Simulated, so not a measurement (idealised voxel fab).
process module | voxel self aligned vias
cross-section cut | 250 nm wide | cells 5 nm
A cross-section is a grid of square cells, given in bands from the top down. A band is one or more rows of cells.
Each band's line starts with the height of the band's top and of its bottom, in nm. Then come its materials from left to right, each with its width in nm. One material with "throughout" fills the band from edge to edge. "air" is empty space.
Height 0 is the level under which the wafer as received is all one material. The lowest band goes on downwards, as in "0 down".
A width such as "30 to 40" changes by the same amount from each row of cells to the next, from the band's top row to its bottom row.
"no change" after a step means that no cell of the cross-section changed.
closed voids: empty space of 8 cells or more with no open way to the top, each as width x height at its distance from the left edge, in nm
after a step's settings: what the simulator itself notes on the step
overlay nm, on a step with a mask: how far to the right of its planned place the mask lay; to the left if negative
Each pair below shows a cross-section before one step and the cross-section after it, down to the lowest band that changed. The line under each pair gives the step between them, with its settings. The pairs can come from different runs of this module on the same starting wafer, so a pair continues from the pair above only where its "before" says so.
before
  0 down: Si throughout
  closed voids: none
after
  10 to 0: SiO2 throughout
  below 0: unchanged
  closed voids: none
the step between: op CONFORMAL_DEP | material SiO2 | thk nm 10
before: the cross-section after the pair above
after
  15 to 10: SiCN throughout
  below 10: unchanged
  closed voids: none
the step between: op CONFORMAL_DEP | material SiCN | thk nm 5
before: the cross-section after the pair above
after
  40 to 15: lowk throughout
  below 15: unchanged
  closed voids: none
the step between: op DIRECTIONAL_DEP | material lowk | thk nm 25
before: the cross-section after the pair above
after
  55 to 40: resist 45 | air 30 | resist 35 | air 30 | resist 35 | air 30 | resist 45
  below 40: unchanged
  closed voids: none
the step between: op PATTERN | tone open | mask id LINES | material resist | width nm 30 | pitch nm 65 | thk nm 15 | overlay nm 0
before: the cross-section after the pair above
after
  55 to 40: resist 45 | air 30 | resist 35 | air 30 | resist 35 | air 30 | resist 45
  40 to 15: lowk 45 | air 30 | lowk 35 | air 30 | lowk 35 | air 30 | lowk 45
  below 15: unchanged
  closed voids: none
the step between: op DIRECTIONAL_ETCH | etch materials lowk | depth nm 25
before: the cross-section after the pair above
after
  40 to 15: lowk 45 | air 30 | lowk 35 | air 30 | lowk 35 | air 30 | lowk 45
  below 15: unchanged
  closed voids: none
the step between: op STRIP | etch materials resist
before: the cross-section after the pair above
after
  45 to 40: TiN 50 | air 20 | TiN 45 | air 20 | TiN 45 | air 20 | TiN 50
  40 to 20: lowk 45 | TiN 5 | air 20 | TiN 5 | lowk 35 | TiN 5 | air 20 | TiN 5 | lowk 35 | TiN 5 | air 20 | TiN 5 | lowk 45
  20 to 15: lowk 45 | TiN 30 | lowk 35 | TiN 30 | lowk 35 | TiN 30 | lowk 45
  below 15: unchanged
  closed voids: none
the step between: op CONFORMAL_DEP | material TiN | thk nm 5
before: the cross-section after the pair above
after
  55 to 45: Ru throughout
  45 to 40: TiN 50 | Ru 20 | TiN 45 | Ru 20 | TiN 45 | Ru 20 | TiN 50
  40 to 20: lowk 45 | TiN 5 | Ru 20 | TiN 5 | lowk 35 | TiN 5 | Ru 20 | TiN 5 | lowk 35 | TiN 5 | Ru 20 | TiN 5 | lowk 45
  below 20: unchanged
  closed voids: none
the step between: op FILL_DEP | material Ru | thk nm 10
before: the cross-section after the pair above
after
  40 to 20: lowk 45 | TiN 5 | Ru 20 | TiN 5 | lowk 35 | TiN 5 | Ru 20 | TiN 5 | lowk 35 | TiN 5 | Ru 20 | TiN 5 | lowk 45
  below 20: unchanged
  closed voids: none
the step between: op CMP | height nm 40
before: the cross-section after the pair above
after
  40 to 30: lowk 45 | air 30 | lowk 35 | air 30 | lowk 35 | air 30 | lowk 45
  below 30: unchanged
  closed voids: none
the step between: op SELECTIVE_ETCH | etch materials W Ru TiN | depth nm 10
before: the cross-section after the pair above
after
  50 to 40: SiN throughout
  40 to 30: lowk 45 | SiN 30 | lowk 35 | SiN 30 | lowk 35 | SiN 30 | lowk 45
  below 30: unchanged
  closed voids: none
the step between: op FILL_DEP | material SiN | thk nm 10
before: the cross-section after the pair above
after
  40 to 30: lowk 45 | SiN 30 | lowk 35 | SiN 30 | lowk 35 | SiN 30 | lowk 45
  below 30: unchanged
  closed voids: none
the step between: op CMP | height nm 40
before: the cross-section after the pair above
after
  55 to 40: lowk throughout
  below 40: unchanged
  closed voids: none
the step between: op DIRECTIONAL_DEP | material lowk | thk nm 15
before: the cross-section after the pair above
after
  75 to 55: resist 35 | air 50 | resist 15 | air 50 | resist 15 | air 50 | resist 35
  below 55: unchanged
  closed voids: none
the step between: op PATTERN | tone open | mask id VIAS | material resist | width nm 50 | pitch nm 65 | thk nm 20 | overlay nm 0
before: the cross-section after the pair above
after
  75 to 55: resist 35 | air 50 | resist 15 | air 50 | resist 15 | air 50 | resist 35
  55 to 40: lowk 35 | air 50 | lowk 15 | air 50 | lowk 15 | air 50 | lowk 35
  below 40: unchanged
  closed voids: none
the step between: op DIRECTIONAL_ETCH | etch materials lowk | depth nm 15
before: the cross-section after the pair above
after
  75 to 55: resist 35 | air 50 | resist 15 | air 50 | resist 15 | air 50 | resist 35
  55 to 40: lowk 35 | air 50 | lowk 15 | air 50 | lowk 15 | air 50 | lowk 35
  40 to 30: lowk 45 | air 30 | lowk 35 | air 30 | lowk 35 | air 30 | lowk 45
  below 30: unchanged
  closed voids: none
the step between: op DIRECTIONAL_ETCH | etch materials SiN | depth nm 10
before: the cross-section after the pair above
after
  55 to 40: lowk 35 | air 50 | lowk 15 | air 50 | lowk 15 | air 50 | lowk 35
  below 40: unchanged
  closed voids: none
the step between: op STRIP | etch materials resist
before: the cross-section after the pair above
after
  60 to 55: TiN 40 | air 40 | TiN 25 | air 40 | TiN 25 | air 40 | TiN 40
  55 to 45: lowk 35 | TiN 5 | air 40 | TiN 5 | lowk 15 | TiN 5 | air 40 | TiN 5 | lowk 15 | TiN 5 | air 40 | TiN 5 | lowk 35
  45 to 35: lowk 35 to 45 | TiN 15 to 5 | air 20 | TiN 15 to 5 | lowk 15 to 35 | TiN 15 to 5 | air 20 | TiN 15 to 5 | lowk 15 to 35 | TiN 15 to 5 | air 20 | TiN 15 to 5 | lowk 35 to 45
  35 to 30: lowk 45 | TiN 30 | lowk 35 | TiN 30 | lowk 35 | TiN 30 | lowk 45
  below 30: unchanged
  closed voids: none
the step between: op CONFORMAL_DEP | material TiN | thk nm 5
before: the cross-section after the pair above
after
  65 to 60: W throughout
  60 to 55: TiN 40 | W 40 | TiN 25 | W 40 | TiN 25 | W 40 | TiN 40
  55 to 45: lowk 35 | TiN 5 | W 40 | TiN 5 | lowk 15 | TiN 5 | W 40 | TiN 5 | lowk 15 | TiN 5 | W 40 | TiN 5 | lowk 35
  45 to 35: lowk 35 to 45 | TiN 15 to 5 | W 20 | TiN 15 to 5 | lowk 15 to 35 | TiN 15 to 5 | W 20 | TiN 15 to 5 | lowk 15 to 35 | TiN 15 to 5 | W 20 | TiN 15 to 5 | lowk 35 to 45
  below 35: unchanged
  closed voids: none
the step between: op FILL_DEP | material W | thk nm 5
before: the cross-section after the pair above
after
  55 to 45: lowk 35 | TiN 5 | W 40 | TiN 5 | lowk 15 | TiN 5 | W 40 | TiN 5 | lowk 15 | TiN 5 | W 40 | TiN 5 | lowk 35
  below 45: unchanged
  closed voids: none
the step between: op CMP | height nm 55
before: the cross-section after the pair above
after
  60 to 55: SiN throughout
  below 55: unchanged
  closed voids: none
the step between: op CONFORMAL_DEP | material SiN | thk nm 5
before
  10 to 0: SiO2 throughout
  0 down: Si throughout
  closed voids: none
after
  35 to 10: lowk throughout
  below 10: unchanged
  closed voids: none
the step between: op DIRECTIONAL_DEP | material lowk | thk nm 25
before: the cross-section after the pair above
after
  50 to 35: resist 45 | air 30 | resist 35 | air 30 | resist 35 | air 30 | resist 45
  below 35: unchanged
  closed voids: none
the step between: op PATTERN | tone open | mask id LINES | material resist | width nm 30 | pitch nm 65 | thk nm 15 | overlay nm 0
before: the cross-section after the pair above
after
  50 to 35: resist 45 | air 30 | resist 35 | air 30 | resist 35 | air 30 | resist 45
  35 to 10: lowk 45 | air 30 | lowk 35 | air 30 | lowk 35 | air 30 | lowk 45
  below 10: unchanged
  closed voids: none
the step between: op DIRECTIONAL_ETCH | etch materials lowk | depth nm 25
before: the cross-section after the pair above
after
  35 to 10: lowk 45 | air 30 | lowk 35 | air 30 | lowk 35 | air 30 | lowk 45
  below 10: unchanged
  closed voids: none
the step between: op STRIP | etch materials resist
before: the cross-section after the pair above
after
  40 to 35: TiN 50 | air 20 | TiN 45 | air 20 | TiN 45 | air 20 | TiN 50
  35 to 15: lowk 45 | TiN 5 | air 20 | TiN 5 | lowk 35 | TiN 5 | air 20 | TiN 5 | lowk 35 | TiN 5 | air 20 | TiN 5 | lowk 45
  15 to 10: lowk 45 | TiN 30 | lowk 35 | TiN 30 | lowk 35 | TiN 30 | lowk 45
  below 10: unchanged
  closed voids: none
the step between: op CONFORMAL_DEP | material TiN | thk nm 5
before: the cross-section after the pair above
after
  50 to 40: Ru throughout
  40 to 35: TiN 50 | Ru 20 | TiN 45 | Ru 20 | TiN 45 | Ru 20 | TiN 50
  35 to 15: lowk 45 | TiN 5 | Ru 20 | TiN 5 | lowk 35 | TiN 5 | Ru 20 | TiN 5 | lowk 35 | TiN 5 | Ru 20 | TiN 5 | lowk 45
  below 15: unchanged
  closed voids: none
the step between: op FILL_DEP | material Ru | thk nm 10
before: the cross-section after the pair above
after
  40 to 35: TiN 50 | Ru 20 | TiN 45 | Ru 20 | TiN 45 | Ru 20 | TiN 50
  below 35: unchanged
  closed voids: none
the step between: op CMP | height nm 40
before: the cross-section after the pair above
after
  35 to 30: lowk 45 | air 30 | lowk 35 | air 30 | lowk 35 | air 30 | lowk 45
  below 30: unchanged
  closed voids: none
the step between: op SELECTIVE_ETCH | etch materials W Ru TiN | depth nm 10
before: the cross-section after the pair above
after
  45 to 35: SiN throughout
  35 to 30: lowk 45 | SiN 30 | lowk 35 | SiN 30 | lowk 35 | SiN 30 | lowk 45
  below 30: unchanged
  closed voids: none
the step between: op FILL_DEP | material SiN | thk nm 10
before: the cross-section after the pair above
after
  40 to 35: SiN throughout
  below 35: unchanged
  closed voids: none
the step between: op CMP | height nm 40
before: the cross-section after the pair above
after
  55 to 40: lowk throughout
  below 40: unchanged
  closed voids: none
the step between: op DIRECTIONAL_DEP | material lowk | thk nm 15
before: the cross-section after the pair above
after
  75 to 55: resist 35 | air 50 | resist 15 | air 50 | resist 15 | air 50 | resist 35
  below 55: unchanged
  closed voids: none
the step between: op PATTERN | tone open | mask id VIAS | material resist | width nm 50 | pitch nm 65 | thk nm 20 | overlay nm 0
before: the cross-section after the pair above
after
  75 to 55: resist 35 | air 50 | resist 15 | air 50 | resist 15 | air 50 | resist 35
  55 to 40: lowk 35 | air 50 | lowk 15 | air 50 | lowk 15 | air 50 | lowk 35
  below 40: unchanged
  closed voids: none
the step between: op DIRECTIONAL_ETCH | etch materials lowk | depth nm 15
before: the cross-section after the pair above
after
  75 to 55: resist 35 | air 50 | resist 15 | air 50 | resist 15 | air 50 | resist 35
  55 to 40: lowk 35 | air 50 | lowk 15 | air 50 | lowk 15 | air 50 | lowk 35
  40 to 35: SiN 35 | air 50 | SiN 15 | air 50 | SiN 15 | air 50 | SiN 35
  35 to 30: lowk 45 | air 30 | lowk 35 | air 30 | lowk 35 | air 30 | lowk 45
  below 30: unchanged
  closed voids: none
the step between: op DIRECTIONAL_ETCH | etch materials SiN | depth nm 10
before: the cross-section after the pair above
after
  55 to 40: lowk 35 | air 50 | lowk 15 | air 50 | lowk 15 | air 50 | lowk 35
  below 40: unchanged
  closed voids: none
the step between: op STRIP | etch materials resist
before: the cross-section after the pair above
after
  60 to 55: TiN 40 | air 40 | TiN 25 | air 40 | TiN 25 | air 40 | TiN 40
  55 to 40: lowk 35 | TiN 5 | air 40 | TiN 5 | lowk 15 | TiN 5 | air 40 | TiN 5 | lowk 15 | TiN 5 | air 40 | TiN 5 | lowk 35
  40 to 35: SiN 35 | TiN 15 | air 20 | TiN 15 | SiN 15 | TiN 15 | air 20 | TiN 15 | SiN 15 | TiN 15 | air 20 | TiN 15 | SiN 35
  35 to 30: lowk 45 | TiN 30 | lowk 35 | TiN 30 | lowk 35 | TiN 30 | lowk 45
  below 30: unchanged
  closed voids: none
the step between: op CONFORMAL_DEP | material TiN | thk nm 5
before: the cross-section after the pair above
after
  65 to 60: W throughout
  60 to 55: TiN 40 | W 40 | TiN 25 | W 40 | TiN 25 | W 40 | TiN 40
  55 to 40: lowk 35 | TiN 5 | W 40 | TiN 5 | lowk 15 | TiN 5 | W 40 | TiN 5 | lowk 15 | TiN 5 | W 40 | TiN 5 | lowk 35
  40 to 35: SiN 35 | TiN 15 | W 20 | TiN 15 | SiN 15 | TiN 15 | W 20 | TiN 15 | SiN 15 | TiN 15 | W 20 | TiN 15 | SiN 35
  below 35: unchanged
  closed voids: none
the step between: op FILL_DEP | material W | thk nm 5
before: the cross-section after the pair above
after
  55 to 40: lowk 35 | TiN 5 | W 40 | TiN 5 | lowk 15 | TiN 5 | W 40 | TiN 5 | lowk 15 | TiN 5 | W 40 | TiN 5 | lowk 35
  below 40: unchanged
  closed voids: none
the step between: op CMP | height nm 55
before: the cross-section after the pair above
after
  60 to 55: SiN throughout
  below 55: unchanged
  closed voids: none
the step between: op CONFORMAL_DEP | material SiN | thk nm 5
before
  75 to 55: resist 35 | air 50 | resist 15 | air 50 | resist 15 | air 50 | resist 35
  55 to 40: lowk 35 | air 50 | lowk 15 | air 50 | lowk 15 | air 50 | lowk 35
  40 to 30: lowk 45 | SiN 30 | lowk 35 | SiN 30 | lowk 35 | SiN 30 | lowk 45
  30 to 20: lowk 45 | TiN 5 | Ru 20 | TiN 5 | lowk 35 | TiN 5 | Ru 20 | TiN 5 | lowk 35 | TiN 5 | Ru 20 | TiN 5 | lowk 45
  20 to 15: lowk 45 | TiN 30 | lowk 35 | TiN 30 | lowk 35 | TiN 30 | lowk 45
  15 to 10: SiCN throughout
  10 to 0: SiO2 throughout
  0 down: Si throughout
  closed voids: none
after
  75 to 55: resist 35 | air 50 | resist 15 | air 50 | resist 15 | air 50 | resist 35
  55 to 40: lowk 35 | air 50 | lowk 15 | air 50 | lowk 15 | air 50 | lowk 35
  40 to 30: lowk 35 | air 10 | SiN 30 | air 10 | lowk 15 | air 10 | SiN 30 | air 10 | lowk 15 | air 10 | SiN 30 | air 10 | lowk 35
  30 to 25: lowk 35 | air 10 | TiN 5 | Ru 20 | TiN 5 | air 10 | lowk 15 | air 10 | TiN 5 | Ru 20 | TiN 5 | air 10 | lowk 15 | air 10 | TiN 5 | Ru 20 | TiN 5 | air 10 | lowk 35
  below 25: unchanged
  closed voids: none
the step between: op DIRECTIONAL_ETCH | etch materials lowk | depth nm 15
before: the cross-section after the pair above
after
  75 to 55: resist 35 | air 50 | resist 15 | air 50 | resist 15 | air 50 | resist 35
  55 to 30: lowk 35 | air 50 | lowk 15 | air 50 | lowk 15 | air 50 | lowk 35
  below 30: unchanged
  closed voids: none
the step between: op DIRECTIONAL_ETCH | etch materials SiN | depth nm 10
before: the cross-section after the pair above
after
  55 to 30: lowk 35 | air 50 | lowk 15 | air 50 | lowk 15 | air 50 | lowk 35
  below 30: unchanged
  closed voids: none
the step between: op STRIP | etch materials resist
before: the cross-section after the pair above
after
  60 to 55: TiN 40 | air 40 | TiN 25 | air 40 | TiN 25 | air 40 | TiN 40
  55 to 35: lowk 35 | TiN 5 | air 40 | TiN 5 | lowk 15 | TiN 5 | air 40 | TiN 5 | lowk 15 | TiN 5 | air 40 | TiN 5 | lowk 35
  35 to 30: lowk 35 | TiN 50 | lowk 15 | TiN 50 | lowk 15 | TiN 50 | lowk 35
  30 to 20: lowk 35 to 45 | TiN 15 to 5 | Ru 20 | TiN 15 to 5 | lowk 15 to 35 | TiN 15 to 5 | Ru 20 | TiN 15 to 5 | lowk 15 to 35 | TiN 15 to 5 | Ru 20 | TiN 15 to 5 | lowk 35 to 45
  below 20: unchanged
  closed voids: none
the step between: op CONFORMAL_DEP | material TiN | thk nm 5
before: the cross-section after the pair above
after
  65 to 60: W throughout
  60 to 55: TiN 40 | W 40 | TiN 25 | W 40 | TiN 25 | W 40 | TiN 40
  55 to 35: lowk 35 | TiN 5 | W 40 | TiN 5 | lowk 15 | TiN 5 | W 40 | TiN 5 | lowk 15 | TiN 5 | W 40 | TiN 5 | lowk 35
  below 35: unchanged
  closed voids: none
the step between: op FILL_DEP | material W | thk nm 5
before: the cross-section after the pair above
after
  55 to 35: lowk 35 | TiN 5 | W 40 | TiN 5 | lowk 15 | TiN 5 | W 40 | TiN 5 | lowk 15 | TiN 5 | W 40 | TiN 5 | lowk 35
  below 35: unchanged
  closed voids: none
the step between: op CMP | height nm 55
before: the cross-section after the pair above
after
  60 to 55: SiN throughout
  below 55: unchanged
  closed voids: none
the step between: op CONFORMAL_DEP | material SiN | thk nm 5
before
  0 down: Si throughout
  closed voids: none
after
  5 to 0: SiCN throughout
  below 0: unchanged
  closed voids: none
the step between: op CONFORMAL_DEP | material SiCN | thk nm 5
before: the cross-section after the pair above
after
  15 to 5: SiO2 throughout
  below 5: unchanged
  closed voids: none
the step between: op CONFORMAL_DEP | material SiO2 | thk nm 10
before: the cross-section after the pair above
after
  40 to 15: lowk throughout
  below 15: unchanged
  closed voids: none
the step between: op DIRECTIONAL_DEP | material lowk | thk nm 25
before: the cross-section after the pair above
after
  55 to 40: resist 45 | air 30 | resist 35 | air 30 | resist 35 | air 30 | resist 45
  below 40: unchanged
  closed voids: none
the step between: op PATTERN | tone open | mask id LINES | material resist | width nm 30 | pitch nm 65 | thk nm 15 | overlay nm 0
before: the cross-section after the pair above
after
  55 to 40: resist 45 | air 30 | resist 35 | air 30 | resist 35 | air 30 | resist 45
  40 to 15: lowk 45 | air 30 | lowk 35 | air 30 | lowk 35 | air 30 | lowk 45
  below 15: unchanged
  closed voids: none
the step between: op DIRECTIONAL_ETCH | etch materials lowk | depth nm 25
before: the cross-section after the pair above
after
  40 to 15: lowk 45 | air 30 | lowk 35 | air 30 | lowk 35 | air 30 | lowk 45
  below 15: unchanged
  closed voids: none
the step between: op STRIP | etch materials resist
before: the cross-section after the pair above
after
  45 to 40: TiN 50 | air 20 | TiN 45 | air 20 | TiN 45 | air 20 | TiN 50
  40 to 20: lowk 45 | TiN 5 | air 20 | TiN 5 | lowk 35 | TiN 5 | air 20 | TiN 5 | lowk 35 | TiN 5 | air 20 | TiN 5 | lowk 45
  20 to 15: lowk 45 | TiN 30 | lowk 35 | TiN 30 | lowk 35 | TiN 30 | lowk 45
  below 15: unchanged
  closed voids: none
the step between: op CONFORMAL_DEP | material TiN | thk nm 5
before: the cross-section after the pair above
after
  55 to 45: Ru throughout
  45 to 40: TiN 50 | Ru 20 | TiN 45 | Ru 20 | TiN 45 | Ru 20 | TiN 50
  40 to 20: lowk 45 | TiN 5 | Ru 20 | TiN 5 | lowk 35 | TiN 5 | Ru 20 | TiN 5 | lowk 35 | TiN 5 | Ru 20 | TiN 5 | lowk 45
  below 20: unchanged
  closed voids: none
the step between: op FILL_DEP | material Ru | thk nm 10
before: the cross-section after the pair above
after
  40 to 20: lowk 45 | TiN 5 | Ru 20 | TiN 5 | lowk 35 | TiN 5 | Ru 20 | TiN 5 | lowk 35 | TiN 5 | Ru 20 | TiN 5 | lowk 45
  below 20: unchanged
  closed voids: none
the step between: op CMP | height nm 40
before: the cross-section after the pair above
after
  40 to 30: lowk 45 | air 30 | lowk 35 | air 30 | lowk 35 | air 30 | lowk 45
  below 30: unchanged
  closed voids: none
the step between: op SELECTIVE_ETCH | etch materials W Ru TiN | depth nm 10
before: the cross-section after the pair above
after
  50 to 40: SiN throughout
  40 to 30: lowk 45 | SiN 30 | lowk 35 | SiN 30 | lowk 35 | SiN 30 | lowk 45
  below 30: unchanged
  closed voids: none
the step between: op FILL_DEP | material SiN | thk nm 10
before: the cross-section after the pair above
after
  40 to 30: lowk 45 | SiN 30 | lowk 35 | SiN 30 | lowk 35 | SiN 30 | lowk 45
  below 30: unchanged
  closed voids: none
the step between: op CMP | height nm 40
before: the cross-section after the pair above
after
  55 to 40: lowk throughout
  below 40: unchanged
  closed voids: none
the step between: op DIRECTIONAL_DEP | material lowk | thk nm 15
before: the cross-section after the pair above
after
  75 to 55: resist 35 | air 50 | resist 15 | air 50 | resist 15 | air 50 | resist 35
  below 55: unchanged
  closed voids: none
the step between: op PATTERN | tone open | mask id VIAS | material resist | width nm 50 | pitch nm 65 | thk nm 20 | overlay nm 0
before: the cross-section after the pair above
after
  75 to 55: resist 35 | air 50 | resist 15 | air 50 | resist 15 | air 50 | resist 35
  55 to 40: lowk 35 | air 50 | lowk 15 | air 50 | lowk 15 | air 50 | lowk 35
  below 40: unchanged
  closed voids: none
the step between: op DIRECTIONAL_ETCH | etch materials lowk | depth nm 15
before: the cross-section after the pair above
after
  75 to 55: resist 35 | air 50 | resist 15 | air 50 | resist 15 | air 50 | resist 35
  55 to 40: lowk 35 | air 50 | lowk 15 | air 50 | lowk 15 | air 50 | lowk 35
  40 to 30: lowk 45 | air 30 | lowk 35 | air 30 | lowk 35 | air 30 | lowk 45
  below 30: unchanged
  closed voids: none
the step between: op DIRECTIONAL_ETCH | etch materials SiN | depth nm 10
before: the cross-section after the pair above
after
  55 to 40: lowk 35 | air 50 | lowk 15 | air 50 | lowk 15 | air 50 | lowk 35
  below 40: unchanged
  closed voids: none
the step between: op STRIP | etch materials resist
before: the cross-section after the pair above
after
  60 to 55: TiN 40 | air 40 | TiN 25 | air 40 | TiN 25 | air 40 | TiN 40
  55 to 45: lowk 35 | TiN 5 | air 40 | TiN 5 | lowk 15 | TiN 5 | air 40 | TiN 5 | lowk 15 | TiN 5 | air 40 | TiN 5 | lowk 35
  45 to 35: lowk 35 to 45 | TiN 15 to 5 | air 20 | TiN 15 to 5 | lowk 15 to 35 | TiN 15 to 5 | air 20 | TiN 15 to 5 | lowk 15 to 35 | TiN 15 to 5 | air 20 | TiN 15 to 5 | lowk 35 to 45
  35 to 30: lowk 45 | TiN 30 | lowk 35 | TiN 30 | lowk 35 | TiN 30 | lowk 45
  below 30: unchanged
  closed voids: none
the step between: op CONFORMAL_DEP | material TiN | thk nm 5
before: the cross-section after the pair above
after
  65 to 60: W throughout
  60 to 55: TiN 40 | W 40 | TiN 25 | W 40 | TiN 25 | W 40 | TiN 40
  55 to 45: lowk 35 | TiN 5 | W 40 | TiN 5 | lowk 15 | TiN 5 | W 40 | TiN 5 | lowk 15 | TiN 5 | W 40 | TiN 5 | lowk 35
  45 to 35: lowk 35 to 45 | TiN 15 to 5 | W 20 | TiN 15 to 5 | lowk 15 to 35 | TiN 15 to 5 | W 20 | TiN 15 to 5 | lowk 15 to 35 | TiN 15 to 5 | W 20 | TiN 15 to 5 | lowk 35 to 45
  below 35: unchanged
  closed voids: none
the step between: op FILL_DEP | material W | thk nm 5
before: the cross-section after the pair above
after
  55 to 45: lowk 35 | TiN 5 | W 40 | TiN 5 | lowk 15 | TiN 5 | W 40 | TiN 5 | lowk 15 | TiN 5 | W 40 | TiN 5 | lowk 35
  below 45: unchanged
  closed voids: none
the step between: op CMP | height nm 55
before: the cross-section after the pair above
after
  60 to 55: SiN throughout
  below 55: unchanged
  closed voids: none
the step between: op CONFORMAL_DEP | material SiN | thk nm 5
before
  55 to 45: Ru throughout
  45 to 40: TiN 50 | Ru 20 | TiN 45 | Ru 20 | TiN 45 | Ru 20 | TiN 50
  40 to 20: lowk 45 | TiN 5 | Ru 20 | TiN 5 | lowk 35 | TiN 5 | Ru 20 | TiN 5 | lowk 35 | TiN 5 | Ru 20 | TiN 5 | lowk 45
  20 to 15: lowk 45 | TiN 30 | lowk 35 | TiN 30 | lowk 35 | TiN 30 | lowk 45
  15 to 10: SiCN throughout
  10 to 0: SiO2 throughout
  0 down: Si throughout
  closed voids: none
after
  30 to 20: lowk 45 | TiN 5 | Ru 20 | TiN 5 | lowk 35 | TiN 5 | Ru 20 | TiN 5 | lowk 35 | TiN 5 | Ru 20 | TiN 5 | lowk 45
  below 20: unchanged
  closed voids: none
the step between: op CMP | height nm 30
before: the cross-section after the pair above
after
  30 to 20: lowk 45 | air 30 | lowk 35 | air 30 | lowk 35 | air 30 | lowk 45
  below 20: unchanged
  closed voids: none
the step between: op SELECTIVE_ETCH | etch materials W Ru TiN | depth nm 10
before: the cross-section after the pair above
after
  40 to 30: SiN throughout
  30 to 20: lowk 45 | SiN 30 | lowk 35 | SiN 30 | lowk 35 | SiN 30 | lowk 45
  below 20: unchanged
  closed voids: none
the step between: op FILL_DEP | material SiN | thk nm 10
before: the cross-section after the pair above
after
  55 to 40: lowk throughout
  below 40: unchanged
  closed voids: none
the step between: op DIRECTIONAL_DEP | material lowk | thk nm 15
before: the cross-section after the pair above
after
  75 to 55: resist 35 | air 50 | resist 15 | air 50 | resist 15 | air 50 | resist 35
  below 55: unchanged
  closed voids: none
the step between: op PATTERN | tone open | mask id VIAS | material resist | width nm 50 | pitch nm 65 | thk nm 20 | overlay nm 0
before: the cross-section after the pair above
after
  75 to 55: resist 35 | air 50 | resist 15 | air 50 | resist 15 | air 50 | resist 35
  55 to 40: lowk 35 | air 50 | lowk 15 | air 50 | lowk 15 | air 50 | lowk 35
  below 40: unchanged
  closed voids: none
the step between: op DIRECTIONAL_ETCH | etch materials lowk | depth nm 15
before: the cross-section after the pair above
after
  75 to 55: resist 35 | air 50 | resist 15 | air 50 | resist 15 | air 50 | resist 35
  55 to 40: lowk 35 | air 50 | lowk 15 | air 50 | lowk 15 | air 50 | lowk 35
  40 to 30: SiN 35 | air 50 | SiN 15 | air 50 | SiN 15 | air 50 | SiN 35
  below 30: unchanged
  closed voids: none
the step between: op DIRECTIONAL_ETCH | etch materials SiN | depth nm 10
before: the cross-section after the pair above
after
  55 to 40: lowk 35 | air 50 | lowk 15 | air 50 | lowk 15 | air 50 | lowk 35
  below 40: unchanged
  closed voids: none
the step between: op STRIP | etch materials resist
before: the cross-section after the pair above
after
  60 to 55: TiN 40 | air 40 | TiN 25 | air 40 | TiN 25 | air 40 | TiN 40
  55 to 40: lowk 35 | TiN 5 | air 40 | TiN 5 | lowk 15 | TiN 5 | air 40 | TiN 5 | lowk 15 | TiN 5 | air 40 | TiN 5 | lowk 35
  40 to 35: SiN 35 | TiN 5 | air 40 | TiN 5 | SiN 15 | TiN 5 | air 40 | TiN 5 | SiN 15 | TiN 5 | air 40 | TiN 5 | SiN 35
  35 to 30: SiN 35 | TiN 50 | SiN 15 | TiN 50 | SiN 15 | TiN 50 | SiN 35
  below 30: unchanged
  closed voids: none
the step between: op CONFORMAL_DEP | material TiN | thk nm 5
before: the cross-section after the pair above
after
  65 to 60: W throughout
  60 to 55: TiN 40 | W 40 | TiN 25 | W 40 | TiN 25 | W 40 | TiN 40
  55 to 40: lowk 35 | TiN 5 | W 40 | TiN 5 | lowk 15 | TiN 5 | W 40 | TiN 5 | lowk 15 | TiN 5 | W 40 | TiN 5 | lowk 35
  40 to 35: SiN 35 | TiN 5 | W 40 | TiN 5 | SiN 15 | TiN 5 | W 40 | TiN 5 | SiN 15 | TiN 5 | W 40 | TiN 5 | SiN 35
  below 35: unchanged
  closed voids: none
the step between: op FILL_DEP | material W | thk nm 5
before: the cross-section after the pair above
after
  55 to 40: lowk 35 | TiN 5 | W 40 | TiN 5 | lowk 15 | TiN 5 | W 40 | TiN 5 | lowk 15 | TiN 5 | W 40 | TiN 5 | lowk 35
  below 40: unchanged
  closed voids: none
the step between: op CMP | height nm 55
before: the cross-section after the pair above
after
  60 to 55: SiN throughout
  below 55: unchanged
  closed voids: none
the step between: op CONFORMAL_DEP | material SiN | thk nm 5
before
  40 to 15: lowk throughout
  15 to 10: SiCN throughout
  10 to 0: SiO2 throughout
  0 down: Si throughout
  closed voids: none
after
  55 to 40: resist 50 | air 20 | resist 45 | air 20 | resist 45 | air 20 | resist 50
  below 40: unchanged
  closed voids: none
the step between: op PATTERN | tone open | mask id LINES | material resist | width nm 20 | pitch nm 65 | thk nm 15 | overlay nm 0
before: the cross-section after the pair above
after
  55 to 40: resist 50 | air 20 | resist 45 | air 20 | resist 45 | air 20 | resist 50
  40 to 15: lowk 50 | air 20 | lowk 45 | air 20 | lowk 45 | air 20 | lowk 50
  below 15: unchanged
  closed voids: none
the step between: op DIRECTIONAL_ETCH | etch materials lowk | depth nm 25
before: the cross-section after the pair above
after
  40 to 15: lowk 50 | air 20 | lowk 45 | air 20 | lowk 45 | air 20 | lowk 50
  below 15: unchanged
  closed voids: none
the step between: op STRIP | etch materials resist
before: the cross-section after the pair above
after
  45 to 40: TiN 55 | air 10 | TiN 55 | air 10 | TiN 55 | air 10 | TiN 55
  40 to 20: lowk 50 | TiN 5 | air 10 | TiN 5 | lowk 45 | TiN 5 | air 10 | TiN 5 | lowk 45 | TiN 5 | air 10 | TiN 5 | lowk 50
  20 to 15: lowk 50 | TiN 20 | lowk 45 | TiN 20 | lowk 45 | TiN 20 | lowk 50
  below 15: unchanged
  closed voids: none
the step between: op CONFORMAL_DEP | material TiN | thk nm 5
before: the cross-section after the pair above
after
  55 to 45: Ru throughout
  45 to 40: TiN 55 | Ru 10 | TiN 55 | Ru 10 | TiN 55 | Ru 10 | TiN 55
  40 to 20: lowk 50 | TiN 5 | Ru 10 | TiN 5 | lowk 45 | TiN 5 | Ru 10 | TiN 5 | lowk 45 | TiN 5 | Ru 10 | TiN 5 | lowk 50
  below 20: unchanged
  closed voids: none
the step between: op FILL_DEP | material Ru | thk nm 10
before: the cross-section after the pair above
after
  40 to 20: lowk 50 | TiN 5 | Ru 10 | TiN 5 | lowk 45 | TiN 5 | Ru 10 | TiN 5 | lowk 45 | TiN 5 | Ru 10 | TiN 5 | lowk 50
  below 20: unchanged
  closed voids: none
the step between: op CMP | height nm 40
before: the cross-section after the pair above
after
  40 to 30: lowk 50 | air 20 | lowk 45 | air 20 | lowk 45 | air 20 | lowk 50
  below 30: unchanged
  closed voids: none
the step between: op SELECTIVE_ETCH | etch materials W Ru TiN | depth nm 10
before: the cross-section after the pair above
after
  50 to 40: SiN throughout
  40 to 30: lowk 50 | SiN 20 | lowk 45 | SiN 20 | lowk 45 | SiN 20 | lowk 50
  below 30: unchanged
  closed voids: none
the step between: op FILL_DEP | material SiN | thk nm 10
